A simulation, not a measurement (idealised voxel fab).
process module | voxel spacer lines
cross-section cut | 200 nm wide | cells 5 nm
A cross-section is a grid of square cells, given in bands from the top down. A band is one or more rows of cells.
Each band's line starts with the height of the band's top and of its bottom, in nm. Then come its materials from left to right, each with its width in nm. One material with "throughout" fills the band from edge to edge. "air" is empty space.
Height 0 is the level under which the wafer as received is all one material. The lowest band goes on downwards, as in "0 down".
A width such as "30 to 40" changes by the same amount from each row of cells to the next, from the band's top row to its bottom row.
"no change" after a step means that no cell of the cross-section changed.
closed voids: empty space of 8 cells or more with no open way to the top, each as width x height at its distance from the left edge, in nm
after a step's settings: what the simulator itself notes on the step
overlay nm, on a step with a mask: how far to the right of its planned place the mask lay; to the left if negative
plan
1 op RECEIVE | material Si
2 op CONFORMAL_DEP | material Al2O3 | thk nm 5
3 op DIRECTIONAL_DEP | material TiN | thk nm 15
4 op DIRECTIONAL_DEP | material aC | thk nm 25
5 op PATTERN | tone cover | mask id MANDREL | material resist | width nm 20 | pitch nm 60 | thk nm 35 | overlay nm 0
6 op DIRECTIONAL_ETCH | etch materials aC | depth nm 25
7 op STRIP | etch materials resist
8 op CONFORMAL_DEP | material SiO2 | thk nm 10
9 op DIRECTIONAL_ETCH | etch materials SiO2 | depth nm 10
10 op STRIP | etch materials aC
11 op DIRECTIONAL_ETCH | etch materials TiN | depth nm 15
12 op STRIP | etch materials SiO2
13 op FILL_DEP | material lowk | thk nm 5
14 op CMP | height nm 20
first wafer, as planned
as received, after step 1
  0 down: Si throughout
  closed voids: none
after step 2
  5 to 0: Al2O3 throughout
  below 0: unchanged
after step 3
  20 to 5: TiN throughout
  below 5: unchanged
after step 4
  45 to 20: aC throughout
  below 20: unchanged
after step 5
  80 to 45: air 60 | resist 20 | air 40 | resist 20 | air 60
  below 45: unchanged
after step 6
  55 to 45: air 60 | resist 20 | air 40 | resist 20 | air 60
  45 to 20: air 60 | aC 20 | air 40 | aC 20 | air 60
  below 20: unchanged
after step 7
  45 to 20: air 60 | aC 20 | air 40 | aC 20 | air 60
  below 20: unchanged
after step 8
  55 to 45: air 50 | SiO2 40 | air 20 | SiO2 40 | air 50
  45 to 30: air 50 | SiO2 10 | aC 20 | SiO2 10 | air 20 | SiO2 10 | aC 20 | SiO2 10 | air 50
  30 to 20: SiO2 60 | aC 20 | SiO2 40 | aC 20 | SiO2 60
  below 20: unchanged
after step 9
  45 to 20: air 50 | SiO2 10 | aC 20 | SiO2 10 | air 20 | SiO2 10 | aC 20 | SiO2 10 | air 50
  below 20: unchanged
after step 10
  45 to 20: air 50 | SiO2 10 | air 20 | SiO2 10 | air 20 | SiO2 10 | air 20 | SiO2 10 | air 50
  below 20: unchanged
after step 11
  45 to 20: air 50 | SiO2 10 | air 20 | SiO2 10 | air 20 | SiO2 10 | air 20 | SiO2 10 | air 50
  20 to 5: air 50 | TiN 10 | air 20 | TiN 10 | air 20 | TiN 10 | air 20 | TiN 10 | air 50
  below 5: unchanged
after step 12
  20 to 5: air 50 | TiN 10 | air 20 | TiN 10 | air 20 | TiN 10 | air 20 | TiN 10 | air 50
  below 5: unchanged
after step 13
  25 to 20: lowk throughout
  20 to 5: lowk 50 | TiN 10 | lowk 20 | TiN 10 | lowk 20 | TiN 10 | lowk 20 | TiN 10 | lowk 50
  below 5: unchanged
after step 14
  20 to 5: lowk 50 | TiN 10 | lowk 20 | TiN 10 | lowk 20 | TiN 10 | lowk 20 | TiN 10 | lowk 50
  below 5: unchanged
second wafer: like start, like plan, one mistake. Through step 7 it matches the first wafer
when step 8 should have ended
  55 to 45: air 50 | TiN 40 | air 20 | TiN 40 | air 50
  45 to 30: air 50 | TiN 10 | aC 20 | TiN 10 | air 20 | TiN 10 | aC 20 | TiN 10 | air 50
  30 to 20: TiN 60 | aC 20 | TiN 40 | aC 20 | TiN 60
  below 20: unchanged
when step 9 should have ended: no change
when step 10 should have ended: no change
when step 11 should have ended
  45 to 40: air 60 | aC 20 | air 40 | aC 20 | air 60
  40 to 20: air 50 | TiN 10 | aC 20 | TiN 10 | air 20 | TiN 10 | aC 20 | TiN 10 | air 50
  20 to 15: air 50 | TiN 40 | air 20 | TiN 40 | air 50
  below 15: unchanged
when step 12 should have ended: no change
when step 13 should have ended
  50 to 45: lowk throughout
  45 to 40: lowk 60 | aC 20 | lowk 40 | aC 20 | lowk 60
  40 to 20: lowk 50 | TiN 10 | aC 20 | TiN 10 | lowk 20 | TiN 10 | aC 20 | TiN 10 | lowk 50
  20 to 15: lowk 50 | TiN 40 | lowk 20 | TiN 40 | lowk 50
  below 15: unchanged
when step 14 should have ended
  20 to 15: lowk 50 | TiN 40 | lowk 20 | TiN 40 | lowk 50
  below 15: unchanged
what went wrong: step 8 ran as: op CONFORMAL_DEP | material TiN | thk nm 10
at the end the second wafer has, in cells: 72 more of TiN | 72 fewer of lowk
